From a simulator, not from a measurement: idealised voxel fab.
The following process module bears the name voxel quadruple lines.
Shown is cross-section cut, with a width of 260 nm and square cells of size 5 nm.
Heads up, the way a cross-section reads in here is a grid of square cells, handed over as bands from the top down, with every band being one or more rows of cells.
This entry defines a band. It first specifies the height of the band's top and the height of its bottom in nm, and then specifies the band's materials from left to right, stating each material with its width in nm. The word "full width" identifies a single material that fills the band from edge to edge, while the word "air" identifies empty space.
The reference from which all heights are counted is 0, the level beneath which the as-received wafer is entirely one material; the lowest band, having no lower bound, proceeds downward and is written after the example "z 0 and below".
So if you see something like "30..40" for the width, read it as the top row of the band sitting at the first number and the bottom row at the second, with every row in between moving by the same amount as the last.
A step reported as "everything unchanged" is a step in which no cell of the cross-section changed.
Heads up: "Sealed cavities" only lists the empty pockets with no open path to the top that are 8 cells or more, and it writes them as width x height at distance, distance from the left edge, in nm.
What comes after the settings on a step's line is commentary from the simulator itself on that step.
If you see "overlay nm" on a step's line and that step has a mask, it's telling you how far right of where it was planned the mask ended up; a negative number means it went left instead.
Steps planned for the process:
1. RECEIVE | material Si
2. CONFORMAL_DEP | material Al2O3 | thk nm 5
3. DIRECTIONAL_DEP | material W | thk nm 15
4. DIRECTIONAL_DEP | material polySi | thk nm 20
5. DIRECTIONAL_DEP | material aC | thk nm 20
6. PATTERN | tone cover | mask id MANDREL | material resist | width nm 20 | thk nm 30 | overlay nm -15
7. DIRECTIONAL_ETCH | etch materials aC | depth nm 20
8. STRIP | etch materials resist
9. CONFORMAL_DEP | material SiO2 | thk nm 10
10. DIRECTIONAL_ETCH | etch materials SiO2 | depth nm 10
11. STRIP | etch materials aC
12. DIRECTIONAL_ETCH | etch materials polySi | depth nm 20
13. STRIP | etch materials SiO2
14. CONFORMAL_DEP | material SiCN | thk nm 5
15. DIRECTIONAL_ETCH | etch materials SiCN | depth nm 5
16. STRIP | etch materials polySi
17. DIRECTIONAL_ETCH | etch materials W | depth nm 15
18. STRIP | etch materials SiCN
For clarity, it should be stated that the wafers under discussion commence in an identical condition and differ with respect to the overlay nm of step 6, the plan indicating the value that the first wafer had.
The first of several wafers, as received after step 1, seen in section:
z 0 and below | Si full width
Sealed cavities: none
Below is a per-wafer table. In it, each row describes the wafer at the end of the module by giving, for each material, the number of cells gained (+) or lost (-) since the wafer was received, and after that the closed voids of the wafer:
overlay nm -15; +52 Al2O3; +12 W; Sealed cavities: none
overlay nm -10; +52 Al2O3; +12 W; Sealed cavities: none
overlay nm -5; +52 Al2O3; +12 W; Sealed cavities: none
overlay nm 0; +52 Al2O3; +12 W; Sealed cavities: none
overlay nm 5; +52 Al2O3; +12 W; Sealed cavities: none
overlay nm 10; +52 Al2O3; +12 W; Sealed cavities: none
overlay nm 15; +52 Al2O3; +12 W; Sealed cavities: none
